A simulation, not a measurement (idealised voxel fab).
Process module name: voxel wiring stack
FYI the section here is cut, 230 nm wide, cells are 5 nm squares.
Cross-section, as written here: a square-cell grid given band by band from the top down, where a band holds one or more rows of cells. A band entry consists of two parts. The first gives the height of the band's top and the height of its bottom, in nm. The rest lists the band's materials from left to right, each with its width in nm. A single material labelled with the word "full width" fills the band from edge to edge, and the word "empty" marks empty space. Heights are reckoned from 0. Under this level, the received wafer is all of one material. The bottommost band is open-ended downward, for example "from 0 down". The two numbers in a width such as "30..40" mark its ends across the band: the first belongs to the top row of cells, the second to the bottom row, and from each row to the next the width moves by the same amount. Basically "nothing was modified" means that step didn't change any cell in the cross-section. "Fully enclosed voids" specifies each empty space that is not open to the top and that occupies no fewer than 8 cells, using the form width x height at distance, the distance measured from the left edge and all three quantities in nm. Formally, on a step line, whatever follows the settings is a remark that the simulator itself makes on the step. A step line may carry the setting "overlay nm", which, for steps involving a mask, states the distance by which the mask lay to the right of its intended position; negative values denote displacement to the left.
Process steps (planned):
1) RECEIVE,material Si
2) CONFORMAL_DEP,material SiO2,thk nm 15
3) CONFORMAL_DEP,material SiCN,thk nm 5
4) DIRECTIONAL_DEP,material SiO2,thk nm 25
5) DIRECTIONAL_DEP,material aC,thk nm 10
6) PATTERN,tone open,mask id METAL_1,material resist,width nm 25,pitch nm 50,thk nm 25,overlay nm 0
7) DIRECTIONAL_ETCH,etch materials aC,depth nm 10
8) STRIP,etch materials resist
9) DIRECTIONAL_ETCH,etch materials SiO2,depth nm 25
10) DIRECTIONAL_ETCH,etch materials SiCN,depth nm 5
11) STRIP,etch materials aC
12) CONFORMAL_DEP,material TiN,thk nm 5
13) FILL_DEP,material W,thk nm 5
14) CMP,height nm 45
15) CONFORMAL_DEP,material SiCN,thk nm 5
16) DIRECTIONAL_DEP,material lowk,thk nm 15
17) DIRECTIONAL_DEP,material aC,thk nm 15
18) PATTERN,tone open,mask id PLUG_1,material resist,width nm 15,pitch nm 100,thk nm 35,overlay nm 0
19) DIRECTIONAL_ETCH,etch materials aC,depth nm 15
20) STRIP,etch materials resist
21) DIRECTIONAL_ETCH,etch materials lowk,depth nm 15
22) DIRECTIONAL_ETCH,etch materials SiCN,depth nm 5
23) STRIP,etch materials aC
24) EPI,material Ru,thk nm 10
25) EPI,material Ru,thk nm 10
26) CONFORMAL_DEP,material SiN,thk nm 5
27) DIRECTIONAL_DEP,material SiO2,thk nm 20
28) MASKED_ETCH,tone open,mask id METAL_2,width nm 25,pitch nm 50,etch materials SiO2,depth nm 20,overlay nm 0
29) MASKED_ETCH,tone open,mask id METAL_2,width nm 25,pitch nm 50,etch materials SiN,depth nm 5,overlay nm 0
30) CONFORMAL_DEP,material TiN,thk nm 5
31) FILL_DEP,material Cu,thk nm 10
32) CMP,height nm 90
33) CONFORMAL_DEP,material SiCN,thk nm 5
34) DIRECTIONAL_DEP,material SiO2,thk nm 10
35) DIRECTIONAL_DEP,material aC,thk nm 15
36) PATTERN,tone open,mask id PLUG_2,material resist,width nm 15,pitch nm 100,thk nm 30,overlay nm 0
37) DIRECTIONAL_ETCH,etch materials aC,depth nm 15
38) STRIP,etch materials resist
39) DIRECTIONAL_ETCH,etch materials SiO2,depth nm 10
40) DIRECTIONAL_ETCH,etch materials SiCN,depth nm 5
41) STRIP,etch materials aC
42) CONFORMAL_DEP,material TiN,thk nm 5
43) FILL_DEP,material Ru,thk nm 5
44) CMP,height nm 105
45) DIRECTIONAL_DEP,material TiN,thk nm 5
46) DIRECTIONAL_DEP,material Ru,thk nm 25
47) DIRECTIONAL_DEP,material aC,thk nm 10
48) PATTERN,tone cover,mask id METAL_3,material resist,width nm 25,pitch nm 50,thk nm 30,overlay nm 0
49) DIRECTIONAL_ETCH,etch materials aC,depth nm 10
50) STRIP,etch materials resist
51) DIRECTIONAL_ETCH,etch materials Ru,depth nm 25
52) DIRECTIONAL_ETCH,etch materials TiN,depth nm 5
53) STRIP,etch materials aC
54) CONFORMAL_DEP,material SiCN,thk nm 5
55) FILL_DEP,material SiO2,thk nm 10
56) CMP,height nm 135
57) CONFORMAL_DEP,material SiCN,thk nm 5
58) DIRECTIONAL_DEP,material lowk,thk nm 10
59) PATTERN,tone open,mask id PLUG_3,material resist,width nm 15,pitch nm 100,thk nm 20,overlay nm 0
60) DIRECTIONAL_ETCH,etch materials lowk,depth nm 10
61) DIRECTIONAL_ETCH,etch materials SiCN,depth nm 5
62) STRIP,etch materials resist
63) CONFORMAL_DEP,material TiN,thk nm 5
64) FILL_DEP,material Ru,thk nm 5
65) CMP,height nm 150
66) DIRECTIONAL_DEP,material TiN,thk nm 5
67) DIRECTIONAL_DEP,material W,thk nm 20
68) PATTERN,tone cover,mask id METAL_4,material resist,width nm 25,pitch nm 50,thk nm 20,overlay nm 0
69) DIRECTIONAL_ETCH,etch materials W,depth nm 20
70) DIRECTIONAL_ETCH,etch materials TiN,depth nm 5
71) STRIP,etch materials resist
72) FILL_DEP,material SiO2,thk nm 5
73) CMP,height nm 175
74) CONFORMAL_DEP,material SiN,thk nm 5
The cross-section here shows the wafer as received, i.e. in its state after step 1:
- from 0 down: Si full width
- Fully enclosed voids: none
Starting structure and process plan are as shown above, but one mistake was made in running the module; the wafer cross-section at the end of the module follows:
- from 180 to 175: SiN full width
- from 175 to 155: 25 nm SiO2 | 25 nm W | 25 nm SiO2 | 25 nm W | 25 nm SiO2 | 25 nm W | 25 nm SiO2 | 25 nm W | 30 nm SiO2
- from 155 to 150: 25 nm SiO2 | 25 nm TiN | 25 nm SiO2 | 25 nm TiN | 25 nm SiO2 | 25 nm TiN | 25 nm SiO2 | 25 nm TiN | 30 nm SiO2
- from 150 to 140: 25 nm lowk | 5 nm TiN | 5 nm Ru | 5 nm TiN | 85 nm lowk | 5 nm TiN | 5 nm Ru | 5 nm TiN | 90 nm lowk
- from 140 to 135: 25 nm SiCN | 15 nm TiN | 85 nm SiCN | 15 nm TiN | 90 nm SiCN
- from 135 to 110: 20 nm SiO2 | 5 nm SiCN | 25 nm Ru | 5 nm SiCN | 15 nm SiO2 | 5 nm SiCN | 25 nm Ru | 5 nm SiCN | 15 nm SiO2 | 5 nm SiCN | 25 nm Ru | 5 nm SiCN | 15 nm SiO2 | 5 nm SiCN | 25 nm Ru | 5 nm SiCN | 25 nm SiO2
- from 110 to 105: 25 nm SiCN | 25 nm TiN | 25 nm SiCN | 25 nm TiN | 25 nm SiCN | 25 nm TiN | 25 nm SiCN | 25 nm TiN | 30 nm SiCN
- from 105 to 95: 25 nm SiO2 | 5 nm TiN | 5 nm Ru | 5 nm TiN | 85 nm SiO2 | 5 nm TiN | 5 nm Ru | 5 nm TiN | 90 nm SiO2
- from 95 to 90: 25 nm SiCN | 15 nm TiN | 85 nm SiCN | 15 nm TiN | 90 nm SiCN
- from 90 to 80: 25 nm SiO2 | 5 nm TiN | 15 nm Cu | 5 nm TiN | 25 nm SiO2 | 5 nm TiN | 15 nm Cu | 5 nm TiN | 25 nm SiO2 | 5 nm TiN | 15 nm Cu | 5 nm TiN | 25 nm SiO2 | 5 nm TiN | 15 nm Cu | 5 nm TiN | 30 nm SiO2
- from 80 to 75: 10 nm SiO2 | 15 nm SiN | 25 nm TiN | 5 nm SiN | 20 nm SiO2 | 5 nm TiN | 15 nm Cu | 5 nm TiN | 10 nm SiO2 | 15 nm SiN | 25 nm TiN | 5 nm SiN | 20 nm SiO2 | 5 nm TiN | 15 nm Cu | 5 nm TiN | 30 nm SiO2
- from 75 to 70: 10 nm SiO2 | 5 nm SiN | 35 nm Ru | 5 nm SiN | 20 nm SiO2 | 5 nm TiN | 15 nm Cu | 5 nm TiN | 10 nm SiO2 | 5 nm SiN | 35 nm Ru | 5 nm SiN | 20 nm SiO2 | 5 nm TiN | 15 nm Cu | 5 nm TiN | 30 nm SiO2
- from 70 to 65: 15 nm SiN | 35 nm Ru | 25 nm SiN | 25 nm TiN | 15 nm SiN | 35 nm Ru | 25 nm SiN | 25 nm TiN | 30 nm SiN
- from 65 to 50: 25 nm lowk | 15 nm Ru | 85 nm lowk | 15 nm Ru | 90 nm lowk
- from 50 to 45: 25 nm SiCN | 15 nm Ru | 85 nm SiCN | 15 nm Ru | 90 nm SiCN
- from 45 to 20: 25 nm SiO2 | 5 nm TiN | 15 nm W | 5 nm TiN | 25 nm SiO2 | 5 nm TiN | 15 nm W | 5 nm TiN | 25 nm SiO2 | 5 nm TiN | 15 nm W | 5 nm TiN | 25 nm SiO2 | 5 nm TiN | 15 nm W | 5 nm TiN | 30 nm SiO2
- from 20 to 15: 25 nm SiCN | 25 nm TiN | 25 nm SiCN | 25 nm TiN | 25 nm SiCN | 25 nm TiN | 25 nm SiCN | 25 nm TiN | 30 nm SiCN
- from 15 to 0: SiO2 full width
- from 0 down: Si full width
- Fully enclosed voids: none
Finding, execution versus plan: it cannot be told which of the identical steps 24 and 25 was the one run twice
